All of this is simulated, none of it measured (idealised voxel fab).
Name of the process module below: voxel gate over fins
175 nm wide, 5 nm square cells: that's cross-section cut.
Cross-section format: a grid of square cells, given as bands from top to bottom; each band is one or more rows of cells. Heights first: top, then bottom, in nm. Then materials, left to right, each with a width in nm. "throughout" on a single material: fills the band edge to edge. "air": empty space. For the purposes of this specification, 0 denotes the height below which the wafer in its as-received condition is composed wholly of one material, and the lowermost band, lacking a lower limit, extends downward without end, as expressed in "z 0 and below". The width entry "30 to 40" should be interpreted row by row: the top row of cells in the band takes the first number, the bottom row takes the second number, and the change between adjacent rows is uniform throughout. It should be understood that the words "nothing different", when stated for a given step, signify that the cross-section underwent no change in any of its cells during that step. Heads up: "Enclosed voids" only lists the empty pockets with no open path to the top that are 8 cells or more, and it writes them as width x height at distance, distance from the left edge, in nm. Heads up: the bit after the settings on a step's line is the simulator's remark on that step. "overlay nm" on a masked step: distance the mask lay right of its planned place, negative for left.

Process steps foreseen in the plan
- 1: RECEIVE | material Si
- 2: CONFORMAL_DEP | material SiN | thk nm 10
- 3: PATTERN | tone cover | mask id FINS | material resist | width nm 15 | pitch nm 35 | thk nm 15 | overlay nm 0
- 4: DIRECTIONAL_ETCH | etch materials SiN | depth nm 10
- 5: DIRECTIONAL_ETCH | etch materials Si | depth nm 30
- 6: STRIP | etch materials resist
- 7: OXIDIZE | depth nm 5
- 8: FILL_DEP | material SiO2 | thk nm 10
- 9: CMP | height nm 10
- 10: SELECTIVE_ETCH | etch materials SiO2 | depth nm 20
- 11: STRIP | etch materials SiN
- 12: CONFORMAL_DEP | material HfO2 | thk nm 5
- 13: CONFORMAL_DEP | material TiN | thk nm 5
- 14: CONFORMAL_DEP | material TiAl | thk nm 5
- 15: CONFORMAL_DEP | material TiN | thk nm 5
- 16: FILL_DEP | material W | thk nm 15
- 17: CMP | height nm 30
- 18: CONFORMAL_DEP | material SiN | thk nm 5

as received, after step 1
	z 0 and below = Si throughout
	Enclosed voids: none

Starting wafer: above. Plan: above. Run: one mistake. Cross-section after the module: below
	z 35 to 30 = SiN throughout
	z 30 to 20 = W throughout
	z 20 to 15 = W 10  TiN 150  W 15
	z 15 to 10 = W 10  TiN 5  TiAl 140  TiN 5  W 15
	z 10 to 5 = TiN 15  TiAl 5  TiN 25  TiAl 10  TiN 25  TiAl 10  TiN 25  TiAl 10  TiN 25  TiAl 5  TiN 20
	z 5 to 0 = TiAl 20  TiN 5  W 15  TiN 5  TiAl 10  TiN 5  W 15  TiN 5  TiAl 10  TiN 5  W 15  TiN 5  TiAl 10  TiN 5  W 15  TiN 5  TiAl 25
	z 0 to -5 = TiN 25  W 5  Si 5  W 5  TiN 20  W 5  Si 5  W 5  TiN 20  W 5  Si 5  W 5  TiN 20  W 5  Si 5  W 5  TiN 30
	z -5 to -10 = W 30  Si 5  W 30  Si 5  W 30  Si 5  W 30  Si 5  W 35
	z -10 to -35 = SiO2 30  Si 5  SiO2 30  Si 5  SiO2 30  Si 5  SiO2 30  Si 5  SiO2 35
	z -35 and below = Si throughout
	Enclosed voids: none
Which mistake was made when the wafer was run? step 12 went in with a setting other than planned; the actual run was CONFORMAL_DEP | material W | thk nm 5
